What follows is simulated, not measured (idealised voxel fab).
process module | voxel wiring stack
cross-section cut | 190 nm wide | cells 5 nm
A cross-section is a grid of square cells, given in bands from the top down. A band is one or more rows of cells.
Each band's line starts with the height of the band's top and of its bottom, in nm. Then come its materials from left to right, each with its width in nm. One material with "throughout" fills the band from edge to edge. "air" is empty space.
Height 0 is the level under which the wafer as received is all one material. The lowest band goes on downwards, as in "0 down".
A width such as "30 to 40" changes by the same amount from each row of cells to the next, from the band's top row to its bottom row.
"no change" after a step means that no cell of the cross-section changed.
closed voids: empty space of 8 cells or more with no open way to the top, each as width x height at its distance from the left edge, in nm
after a step's settings: what the simulator itself notes on the step
overlay nm, on a step with a mask: how far to the right of its planned place the mask lay; to the left if negative
plan
1 op RECEIVE | material Si
2 op CONFORMAL_DEP | material SiO2 | thk nm 10
3 op CONFORMAL_DEP | material SiN | thk nm 5
4 op DIRECTIONAL_DEP | material lowk | thk nm 15
5 op DIRECTIONAL_DEP | material aC | thk nm 10
6 op PATTERN | tone open | mask id METAL_1 | material resist | width nm 30 | pitch nm 60 | thk nm 30 | overlay nm 0
7 op DIRECTIONAL_ETCH | etch materials aC | depth nm 10
8 op STRIP | etch materials resist
9 op DIRECTIONAL_ETCH | etch materials lowk | depth nm 15
10 op DIRECTIONAL_ETCH | etch materials SiN | depth nm 5
11 op STRIP | etch materials aC
12 op CONFORMAL_DEP | material TiN | thk nm 5
13 op FILL_DEP | material Cu | thk nm 10
14 op CMP | height nm 30
15 op EPI | material Ru | thk nm 5
16 op FILL_DEP | material SiCN | thk nm 5
17 op DIRECTIONAL_DEP | material SiO2 | thk nm 15
18 op PATTERN | tone open | mask id PLUG_1 | material resist | width nm 15 | pitch nm 60 | thk nm 20 | overlay nm 0
19 op DIRECTIONAL_ETCH | etch materials SiO2 | depth nm 15
20 op DIRECTIONAL_ETCH | etch materials SiCN | depth nm 5
21 op STRIP | etch materials resist
22 op CONFORMAL_DEP | material TiN | thk nm 5
23 op FILL_DEP | material Ru | thk nm 10
24 op CMP | height nm 55
25 op DIRECTIONAL_DEP | material TiN | thk nm 5
26 op DIRECTIONAL_DEP | material W | thk nm 20
27 op MASKED_ETCH | tone cover | mask id METAL_2 | width nm 30 | pitch nm 60 | etch materials W | depth nm 20 | overlay nm 0
28 op MASKED_ETCH | tone cover | mask id METAL_2 | width nm 20 | pitch nm 60 | etch materials TiN | depth nm 5 | overlay nm 0
29 op FILL_DEP | material SiO2 | thk nm 5
30 op CMP | height nm 80
31 op CONFORMAL_DEP | material SiCN | thk nm 5
varied across the wafers: width nm of step 28. The plan shows the first wafer's value. All wafers start alike
first wafer as received, after step 1
  0 down: Si throughout
  closed voids: none
first wafer at the end, after step 31
  85 to 80: SiCN throughout
  80 to 60: SiO2 20 | W 30 | SiO2 30 | W 30 | SiO2 30 | W 30 | SiO2 20
  60 to 55: SiO2 20 | TiN 30 | SiO2 30 | TiN 30 | SiO2 30 | TiN 30 | SiO2 20
  55 to 40: SiO2 20 | TiN 5 | Ru 5 | TiN 5 | SiO2 45 | TiN 5 | Ru 5 | TiN 5 | SiO2 45 | TiN 5 | Ru 5 | TiN 5 | SiO2 35
  40 to 35: SiCN 20 | TiN 15 | SiCN 45 | TiN 15 | SiCN 45 | TiN 15 | SiCN 35
  35 to 30: SiCN 15 | Ru 40 | SiCN 20 | Ru 40 | SiCN 20 | Ru 40 | SiCN 15
  30 to 15: lowk 20 | TiN 5 | Cu 20 | TiN 5 | lowk 30 | TiN 5 | Cu 20 | TiN 5 | lowk 30 | TiN 5 | Cu 20 | TiN 5 | lowk 20
  15 to 10: SiN 20 | TiN 30 | SiN 30 | TiN 30 | SiN 30 | TiN 30 | SiN 20
  10 to 0: SiO2 throughout
  0 down: Si throughout
  closed voids: none
last wafer at the end
  85 to 80: SiCN throughout
  80 to 60: SiO2 20 | W 30 | SiO2 30 | W 30 | SiO2 30 | W 30 | SiO2 20
  60 to 55: SiO2 15 | TiN 40 | SiO2 20 | TiN 40 | SiO2 20 | TiN 40 | SiO2 15
  55 to 40: SiO2 20 | TiN 5 | Ru 5 | TiN 5 | SiO2 45 | TiN 5 | Ru 5 | TiN 5 | SiO2 45 | TiN 5 | Ru 5 | TiN 5 | SiO2 35
  40 to 35: SiCN 20 | TiN 15 | SiCN 45 | TiN 15 | SiCN 45 | TiN 15 | SiCN 35
  35 to 30: SiCN 15 | Ru 40 | SiCN 20 | Ru 40 | SiCN 20 | Ru 40 | SiCN 15
  30 to 15: lowk 20 | TiN 5 | Cu 20 | TiN 5 | lowk 30 | TiN 5 | Cu 20 | TiN 5 | lowk 30 | TiN 5 | Cu 20 | TiN 5 | lowk 20
  15 to 10: SiN 20 | TiN 30 | SiN 30 | TiN 30 | SiN 30 | TiN 30 | SiN 20
  10 to 0: SiO2 throughout
  0 down: Si throughout
  closed voids: none
each wafer at the end: cells of each material gained (+) or lost (-) since it was received, then its closed voids
width nm 20 | +36 Cu | +33 Ru | +81 SiCN | +20 SiN | +263 SiO2 | +81 TiN | +72 W | +60 lowk | closed voids: none
width nm 25 | +36 Cu | +33 Ru | +81 SiCN | +20 SiN | +263 SiO2 | +81 TiN | +72 W | +60 lowk | closed voids: none
width nm 30 | +36 Cu | +33 Ru | +81 SiCN | +20 SiN | +263 SiO2 | +81 TiN | +72 W | +60 lowk | closed voids: none
width nm 35 | +36 Cu | +33 Ru | +81 SiCN | +20 SiN | +260 SiO2 | +84 TiN | +72 W | +60 lowk | closed voids: none
width nm 40 | +36 Cu | +33 Ru | +81 SiCN | +20 SiN | +257 SiO2 | +87 TiN | +72 W | +60 lowk | closed voids: none
